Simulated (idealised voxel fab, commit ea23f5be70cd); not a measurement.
process module | voxel released beams
cross-section cut | 300 nm wide | cells 5 nm
A cross-section is a grid of square cells, given in bands from the top down. A band is one or more rows of cells.
Each band's line starts with the height of the band's top and of its bottom, in nm. Then come its materials from left to right, each with its width in nm. One material with "throughout" fills the band from edge to edge. "air" is empty space.
Height 0 is the level under which the wafer as received is all one material. The lowest band goes on downwards, as in "0 down".
A width such as "30 to 40" changes by the same amount from each row of cells to the next, from the band's top row to its bottom row.
"no change" after a step means that no cell of the cross-section changed.
closed voids: empty space of 8 cells or more with no open way to the top, each as width x height at its distance from the left edge, in nm
after a step's settings: what the simulator itself notes on the step
overlay nm, on a step with a mask: how far to the right of its planned place the mask lay; to the left if negative
plan
1 op RECEIVE | material Si
2 op CONFORMAL_DEP | material SiN | thk nm 5
3 op DIRECTIONAL_DEP | material SiO2 | thk nm 15
4 op DIRECTIONAL_DEP | material aC | thk nm 10
5 op PATTERN | tone open | mask id ANCHOR | material resist | width nm 30 | thk nm 30 | overlay nm 0
6 op DIRECTIONAL_ETCH | etch materials aC | depth nm 10
7 op STRIP | etch materials resist
8 op DIRECTIONAL_ETCH | etch materials SiO2 | depth nm 15
9 op STRIP | etch materials aC
10 op CONFORMAL_DEP | material polySi | thk nm 10
11 op PATTERN | tone cover | mask id BEAM | material resist | width nm 105 | thk nm 15 | overlay nm 0
12 op DIRECTIONAL_ETCH | etch materials polySi | depth nm 10
13 op STRIP | etch materials resist
14 op STRIP | etch materials SiO2
as received, after step 1
  0 down: Si throughout
  closed voids: none
a wafer at the end: this start, this plan, one mistake
  30 to 20: air 95 | polySi 20 | air 5 | polySi 80 | air 100
  20 to 15: air 105 | polySi 10 | air 5 | polySi 10 | air 170
  15 to 5: air 105 | polySi 25 | air 170
  5 to 0: SiN throughout
  0 down: Si throughout
  closed voids: none
what went wrong: step 5 ran as: op PATTERN | tone open | mask id ANCHOR | material resist | width nm 25 | thk nm 30 | overlay nm 0
